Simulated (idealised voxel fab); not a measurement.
Process module in this document: voxel capacitor over wiring
Cross-section cut: width 180 nm, square cells of 5 nm.
A cross-section is a grid of square cells, given in bands from the top down. A band is one or more rows of cells.
Top, bottom (nm), then materials left to right with widths (nm); lone material tagged "all across" fills the whole band edge to edge; "blank" = empty space.
Convention: height 0 is the level below which the wafer, as received, is all one material. The lowest band does not terminate at the bottom but continues downward, represented as "0 down".
It should be noted that a width expressed as "30..40" varies in equal increments from row to row of cells within the band, taking the value of the first number at the top row and that of the second number at the bottom row.
Where the words "everything unchanged" appear for a step, the cross-section shows no cell changed by that step; every cell remained as before.
The label "Closed cavity list" introduces a list of the empty spaces, 8 cells or larger, that have no open way up to the top; each entry in it reads width x height at distance, where the distance is taken from the left edge and all three are stated in nm.
Step line, after settings: the simulator's comment on this step.
A step line may carry the setting "overlay nm", which, for steps involving a mask, states the distance by which the mask lay to the right of its intended position; negative values denote displacement to the left.

### These are the steps we planned for the process
1 RECEIVE | material Si
2 CONFORMAL_DEP | material SiO2 | thk nm 15
3 CONFORMAL_DEP | material SiN | thk nm 5
4 DIRECTIONAL_DEP | material lowk | thk nm 20
5 DIRECTIONAL_DEP | material aC | thk nm 10
6 PATTERN | tone open | mask id METAL_1 | material resist | width nm 25 | pitch nm 75 | thk nm 30 | overlay nm 0
7 DIRECTIONAL_ETCH | etch materials aC | depth nm 10
8 STRIP | etch materials resist
9 DIRECTIONAL_ETCH | etch materials lowk | depth nm 20
10 DIRECTIONAL_ETCH | etch materials SiN | depth nm 5
11 STRIP | etch materials aC
12 CONFORMAL_DEP | material TiN | thk nm 5
13 FILL_DEP | material W | thk nm 10
14 CMP | height nm 40
15 CONFORMAL_DEP | material SiCN | thk nm 5
16 DIRECTIONAL_DEP | material lowk | thk nm 15
17 DIRECTIONAL_DEP | material aC | thk nm 15
18 PATTERN | tone open | mask id PLUG_1 | material resist | width nm 15 | thk nm 35 | overlay nm 0
19 DIRECTIONAL_ETCH | etch materials aC | depth nm 15
20 STRIP | etch materials resist
21 DIRECTIONAL_ETCH | etch materials lowk | depth nm 15
22 DIRECTIONAL_ETCH | etch materials SiCN | depth nm 5
23 STRIP | etch materials aC
24 CONFORMAL_DEP | material TiN | thk nm 5
25 FILL_DEP | material Ru | thk nm 5
26 CMP | height nm 60
27 DIRECTIONAL_DEP | material TiN | thk nm 10
28 DIRECTIONAL_DEP | material Al2O3 | thk nm 5
29 DIRECTIONAL_DEP | material TiN | thk nm 5
30 PATTERN | tone cover | mask id UPPER_PLATE | material resist | width nm 55 | thk nm 20 | overlay nm 0
31 DIRECTIONAL_ETCH | etch materials TiN | depth nm 5
32 DIRECTIONAL_ETCH | etch materials Al2O3 | depth nm 5
33 STRIP | etch materials resist
34 PATTERN | tone cover | mask id LOWER_PLATE | material resist | width nm 65 | thk nm 20 | overlay nm 0
35 DIRECTIONAL_ETCH | etch materials TiN | depth nm 10
36 STRIP | etch materials resist
37 FILL_DEP | material SiO2 | thk nm 20
38 CMP | height nm 95
39 DIRECTIONAL_DEP | material aC | thk nm 15
40 PATTERN | tone open | mask id PLUG_2 | material resist | width nm 15 | thk nm 30 | overlay nm 0
41 DIRECTIONAL_ETCH | etch materials aC | depth nm 15
42 STRIP | etch materials resist
43 DIRECTIONAL_ETCH | etch materials SiO2 | depth nm 15
44 STRIP | etch materials aC
45 CONFORMAL_DEP | material TiN | thk nm 5
46 FILL_DEP | material Cu | thk nm 10
47 CMP | height nm 95
48 CONFORMAL_DEP | material SiN | thk nm 5

### Incoming wafer, cross-sectional view, post step 1
* 0 down = Si all across
* Closed cavity list: none

### End state of the module in cross-section, given the above starting point and plan and one mistake in execution
* 100 to 95 = SiN all across
* 95 to 85 = 60 SiO2 | 5 TiN | 5 Cu | 5 TiN | 105 SiO2
* 85 to 75 = 60..50 SiO2 | 15..55 TiN | 105..75 SiO2
* 75 to 70 = 50 SiO2 | 55 Al2O3 | 75 SiO2
* 70 to 60 = 45 SiO2 | 65 TiN | 70 SiO2
* 60 to 45 = 50 lowk | 5 TiN | 5 Ru | 5 TiN | 115 lowk
* 45 to 40 = 50 SiCN | 15 TiN | 115 SiCN
* 40 to 35 = 40 SiN | 25 TiN | 50 SiN | 25 TiN | 40 SiN
* 35 to 15 = lowk all across
* 15 to 0 = SiO2 all across
* 0 down = Si all across
* Closed cavity list: none
In executing the process, a mistake was made relative to the plan: the intended sequence of steps 3 and 4 was reversed during processing, with each occupying the position of the other
